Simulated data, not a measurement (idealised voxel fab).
Name of the process module below: voxel self aligned contacts
Pictured: cross-section cut, 220 nm wide, on a grid of 5 nm square cells.
A cross-section in this document is a grid of square cells, and it is written down as bands, the top band listed before the ones below it; a band is made up of one or more rows of cells.
A band entry consists of two parts. The first gives the height of the band's top and the height of its bottom, in nm. The rest lists the band's materials from left to right, each with its width in nm. A single material labelled with the word "full width" fills the band from edge to edge, and the word "air" marks empty space.
The reference from which all heights are counted is 0, the level beneath which the as-received wafer is entirely one material; the lowest band, having no lower bound, proceeds downward and is written after the example "0..down".
The expression "30->40" gives the width at the extremes of the band, the first number at its top row of cells and the second at its bottom row, with the width changing by equal amounts from each row to the next in between.
"left unchanged", as given for a step, is the statement that not any cell of the cross-section underwent a change during that step.
"Closed void entries" enumerates empty spaces isolated from the top, with no open way to it, that contain at least 8 cells, giving each as width x height at distance from the left edge, all three in nm.
Past the settings on a step's line: simulator remark, on that step.
Among the settings permitted on a step's line is "overlay nm"; applied to a step with a mask, it specifies the extent to which the mask lay to the right of its planned position, whereas a negative figure signifies a position to the left.

[Listed below are the process steps as planned]
1 RECEIVE, material Si
2 CONFORMAL_DEP, material SiO2, thk nm 5
3 DIRECTIONAL_DEP, material polySi, thk nm 25
4 DIRECTIONAL_DEP, material SiN, thk nm 25
5 DIRECTIONAL_DEP, material aC, thk nm 15
6 PATTERN, tone cover, mask id GATE, material resist, width nm 25, pitch nm 70, thk nm 30, overlay nm 0
7 DIRECTIONAL_ETCH, etch materials aC, depth nm 15
8 STRIP, etch materials resist
9 DIRECTIONAL_ETCH, etch materials SiN, depth nm 25
10 DIRECTIONAL_ETCH, etch materials polySi, depth nm 25
11 STRIP, etch materials aC
12 CONFORMAL_DEP, material SiN, thk nm 10
13 DIRECTIONAL_ETCH, etch materials SiN, depth nm 10
14 FILL_DEP, material SiO2, thk nm 20
15 CMP, height nm 65
16 PATTERN, tone open, mask id CONTACT, material resist, width nm 55, thk nm 20, overlay nm 0
17 DIRECTIONAL_ETCH, etch materials SiO2, depth nm 65
18 STRIP, etch materials resist
19 CONFORMAL_DEP, material TiN, thk nm 5
20 FILL_DEP, material W, thk nm 10
21 CMP, height nm 65
22 CONFORMAL_DEP, material SiN, thk nm 5

[as received, after step 1]
0..down: Si full width
Closed void entries: none

[One mistake in running the module, otherwise start and plan as above: cross-section at the end]
70..65: SiN full width
65..55: SiO2=80 | TiN=5->20 | W=45->15 | TiN=5->20 | SiO2=85
55..30: SiO2=50 | SiN=45 | TiN=5 | W=15 | TiN=5 | SiN=45 | SiO2=55
30..5: SiO2=95 | TiN=5 | W=15 | TiN=5 | SiO2=100
5..0: SiO2=95 | TiN=25 | SiO2=100
0..down: Si full width
Closed void entries: none
What was done differently from what was planned? in deviation from the planned setting, step 3 was conducted as DIRECTIONAL_DEP, material SiO2, thk nm 25
